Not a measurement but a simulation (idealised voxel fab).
The process module presented herein is designated voxel air gaps.
Displayed cross-section: cut, width of 210 nm, square cells sized 5 nm.
When this document writes out a cross-section, it uses a grid of square cells and lists it as bands, beginning at the top and moving down, with a band standing for one or more rows of cells.
The band entry comprises the height of the band's top followed by the height of its bottom, expressed in nm, and subsequently the band's materials from left to right, each stated together with its width in nm. Where a single material is marked with the word "full width", that material fills the band from edge to edge. The word "air" represents empty space.
Heads up on the height convention: 0 is the point under which the incoming wafer is all one material, and the lowest band has no bottom, it just keeps going down, like "0..down".
Note: "30..40" means the width goes from the first number (top row of the band) to the second number (bottom row) in equal steps per row of cells.
"nothing changed", as given for a step, is the statement that not any cell of the cross-section underwent a change during that step.
In the "Closed void inventory" entry, you get each enclosed empty space of 8 cells or more, one with no open way to the top, written width x height at distance, distance from the left edge, in nm.
That trailing text on a step's line, after the settings, is the simulator's own remark on the step.
Steps that use a mask can have "overlay nm" on their line. It says how far the mask sat to the right of where it was meant to be. Negative means to the left.

**Steps in the process plan**
1) RECEIVE, material Si
2) CONFORMAL_DEP, material SiO2, thk nm 10
3) CONFORMAL_DEP, material SiN, thk nm 5
4) DIRECTIONAL_DEP, material SiO2, thk nm 35
5) MASKED_ETCH, tone open, mask id LINES, width nm 15, pitch nm 40, etch materials SiO2, depth nm 35, overlay nm 0
6) CONFORMAL_DEP, material TiN, thk nm 5
7) FILL_DEP, material Cu, thk nm 5
8) CMP, height nm 50
9) EPI, material Ru, thk nm 10
10) SELECTIVE_ETCH, etch materials SiO2, depth nm 45
11) CONFORMAL_DEP, material SiCN, thk nm 5

**as received, after step 1**
	0..down: Si full width
	Closed void inventory: none

**End-of-module XS, first of two wafers, run as planned**
	65..60: air 40 nm | SiCN 125 nm | air 45 nm
	60..50: air 40 nm | SiCN 5 nm | Ru 35 nm | SiCN 5 nm | Ru 35 nm | SiCN 5 nm | Ru 35 nm | SiCN 5 nm | air 45 nm
	50..45: air 40 nm | SiCN 15 nm | TiN 5 nm | Cu 5 nm | TiN 5 nm | SiCN 25 nm | TiN 5 nm | Cu 5 nm | TiN 5 nm | SiCN 25 nm | TiN 5 nm | Cu 5 nm | TiN 5 nm | SiCN 15 nm | air 45 nm
	45..20: air 50 nm | SiCN 5 nm | TiN 5 nm | Cu 5 nm | TiN 5 nm | SiCN 5 nm | air 15 nm | SiCN 5 nm | TiN 5 nm | Cu 5 nm | TiN 5 nm | SiCN 5 nm | air 15 nm | SiCN 5 nm | TiN 5 nm | Cu 5 nm | TiN 5 nm | SiCN 5 nm | air 55 nm
	20..15: SiCN 55 nm | TiN 15 nm | SiCN 25 nm | TiN 15 nm | SiCN 25 nm | TiN 15 nm | SiCN 60 nm
	15..10: SiN full width
	10..0: SiO2 full width
	0..down: Si full width
	Closed void inventory: 15 x 25 at 75; 15 x 25 at 115

**Second wafer through the module, sectioned at the end: same beginning and same plan as the first wafer, with one mistake in carrying it out**
	55..50: SiCN full width
	50..45: SiN full width
	45..0: SiO2 full width
	0..down: Si full width
	Closed void inventory: none
Processing error: steps 3 and 4 traded places in the executed sequence
End of process, cell counts, second wafer against first, materials with more or fewer: Cu: 18 fewer, Ru: 42 fewer, SiCN: 70 fewer, SiO2: 294 more, TiN: 45 fewer
So at the end we're looking at 2 closed voids on the first wafer and 0 on the second.
